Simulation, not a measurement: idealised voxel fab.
Proc. module: voxel air gaps
We display cut, a cross-section 240 nm in width whose square cells are each 5 nm.
Bands, listed from the top down, are how a cross-section gets written in this document; the cross-section itself is a grid of square cells, and a band is one or more rows of them. It is stipulated that each band's entry specify, in nanometres, the height of the top of the band and then that of its bottom, followed by the materials of the band in left-to-right sequence, each together with its width in nanometres. A single material marked by the word "full width" is understood to fill the band from edge to edge; the word "empty" is understood to denote empty space. A quick word on heights: they are counted from 0, and under that level the wafer as it came to us is one material throughout. The lowest band is different from the rest in having no bottom; it simply continues downward, written as in "0 and below". The expression "30..40" gives the width at the extremes of the band, the first number at its top row of cells and the second at its bottom row, with the width changing by equal amounts from each row to the next in between. Where a step carries "nothing was modified", the cross-section came out of it unchanged, cell for cell. If an empty space has no open way to the top and is at least 8 cells in size, "Internal closed voids" lists it, written width x height at distance, where distance is measured from the left edge and every value is in nm. That trailing text on a step's line, after the settings, is the simulator's own remark on the step. "overlay nm" answers the question of how far to the right of plan the mask lay on a step that has a mask, and when it is negative the answer is to the left.

## This section lists the process steps that were planned
| 1 | RECEIVE | material Si |
| 2 | CONFORMAL_DEP | material SiO2 | thk nm 15 |
| 3 | CONFORMAL_DEP | material SiCN | thk nm 5 |
| 4 | DIRECTIONAL_DEP | material SiO2 | thk nm 40 |
| 5 | PATTERN | tone open | mask id LINES | material resist | width nm 15 | pitch nm 40 | thk nm 20 | overlay nm -15 |
| 6 | DIRECTIONAL_ETCH | etch materials SiO2 | depth nm 40 |
| 7 | STRIP | etch materials resist |
| 8 | CONFORMAL_DEP | material TiN | thk nm 5 |
| 9 | FILL_DEP | material Cu | thk nm 5 |
| 10 | CMP | height nm 60 |
| 11 | EPI | material Ru | thk nm 10 |
| 12 | SELECTIVE_ETCH | etch materials SiO2 | depth nm 50 |
| 13 | CONFORMAL_DEP | material SiCN | thk nm 5 |
For this document, wafers share an identical start and vary in the step 5 overlay nm; the plan quotes the first wafer's value.

## Here's the first of the wafers in cross-section, just as we got it, i.e. after step 1
0 and below: Si full width
Internal closed voids: none

## Cross-section of the first of several wafers once the module has run through its last step, step 13
75 down to 70: empty=20, then SiCN=165, then empty=55
70 down to 60: empty=20, then SiCN=5, then Ru=35, then SiCN=5, then Ru=35, then SiCN=5, then Ru=35, then SiCN=5, then Ru=35, then SiCN=5, then empty=55
60 down to 55: empty=20, then SiCN=15, then TiN=5, then Cu=5, then TiN=5, then SiCN=25, then TiN=5, then Cu=5, then TiN=5, then SiCN=25, then TiN=5, then Cu=5, then TiN=5, then SiCN=25, then TiN=5, then Cu=5, then TiN=5, then SiCN=15, then empty=55
55 down to 25: empty=30, then SiCN=5, then TiN=5, then Cu=5, then TiN=5, then SiCN=5, then empty=15, then SiCN=5, then TiN=5, then Cu=5, then TiN=5, then SiCN=5, then empty=15, then SiCN=5, then TiN=5, then Cu=5, then TiN=5, then SiCN=5, then empty=15, then SiCN=5, then TiN=5, then Cu=5, then TiN=5, then SiCN=5, then empty=65
25 down to 20: SiCN=35, then TiN=15, then SiCN=25, then TiN=15, then SiCN=25, then TiN=15, then SiCN=25, then TiN=15, then SiCN=70
20 down to 15: SiCN full width
15 down to 0: SiO2 full width
0 and below: Si full width
Internal closed voids: 15 x 30 at 55; 15 x 30 at 95; 15 x 30 at 135

## The last wafer as seen in cross-section at the end of the module
75 down to 70: empty=50, then SiCN=165, then empty=25
70 down to 60: empty=50, then SiCN=5, then Ru=35, then SiCN=5, then Ru=35, then SiCN=5, then Ru=35, then SiCN=5, then Ru=35, then SiCN=5, then empty=25
60 down to 55: empty=50, then SiCN=15, then TiN=5, then Cu=5, then TiN=5, then SiCN=25, then TiN=5, then Cu=5, then TiN=5, then SiCN=25, then TiN=5, then Cu=5, then TiN=5, then SiCN=25, then TiN=5, then Cu=5, then TiN=5, then SiCN=15, then empty=25
55 down to 25: empty=60, then SiCN=5, then TiN=5, then Cu=5, then TiN=5, then SiCN=5, then empty=15, then SiCN=5, then TiN=5, then Cu=5, then TiN=5, then SiCN=5, then empty=15, then SiCN=5, then TiN=5, then Cu=5, then TiN=5, then SiCN=5, then empty=15, then SiCN=5, then TiN=5, then Cu=5, then TiN=5, then SiCN=5, then empty=35
25 down to 20: SiCN=65, then TiN=15, then SiCN=25, then TiN=15, then SiCN=25, then TiN=15, then SiCN=25, then TiN=15, then SiCN=40
20 down to 15: SiCN full width
15 down to 0: SiO2 full width
0 and below: Si full width
Internal closed voids: 15 x 30 at 85; 15 x 30 at 125; 15 x 30 at 165

## Every row in this table is a wafer at the end of the module, and it gives, for each of the materials, the cells that wafer has gained (+) or lost (-) since it was received, then its closed voids
overlay nm -15 | +28 Cu | +56 Ru | +196 SiCN | +144 SiO2 | +68 TiN | Internal closed voids: 15 x 30 at 55; 15 x 30 at 95; 15 x 30 at 135
overlay nm -10 | +28 Cu | +56 Ru | +196 SiCN | +144 SiO2 | +68 TiN | Internal closed voids: 15 x 30 at 60; 15 x 30 at 100; 15 x 30 at 140
overlay nm -5 | +28 Cu | +56 Ru | +196 SiCN | +144 SiO2 | +68 TiN | Internal closed voids: 15 x 30 at 65; 15 x 30 at 105; 15 x 30 at 145
overlay nm 0 | +28 Cu | +56 Ru | +196 SiCN | +144 SiO2 | +68 TiN | Internal closed voids: 15 x 30 at 70; 15 x 30 at 110; 15 x 30 at 150
overlay nm 5 | +28 Cu | +56 Ru | +196 SiCN | +144 SiO2 | +68 TiN | Internal closed voids: 15 x 30 at 75; 15 x 30 at 115; 15 x 30 at 155
overlay nm 10 | +28 Cu | +56 Ru | +196 SiCN | +144 SiO2 | +68 TiN | Internal closed voids: 15 x 30 at 80; 15 x 30 at 120; 15 x 30 at 160
overlay nm 15 | +28 Cu | +56 Ru | +196 SiCN | +144 SiO2 | +68 TiN | Internal closed voids: 15 x 30 at 85; 15 x 30 at 125; 15 x 30 at 165
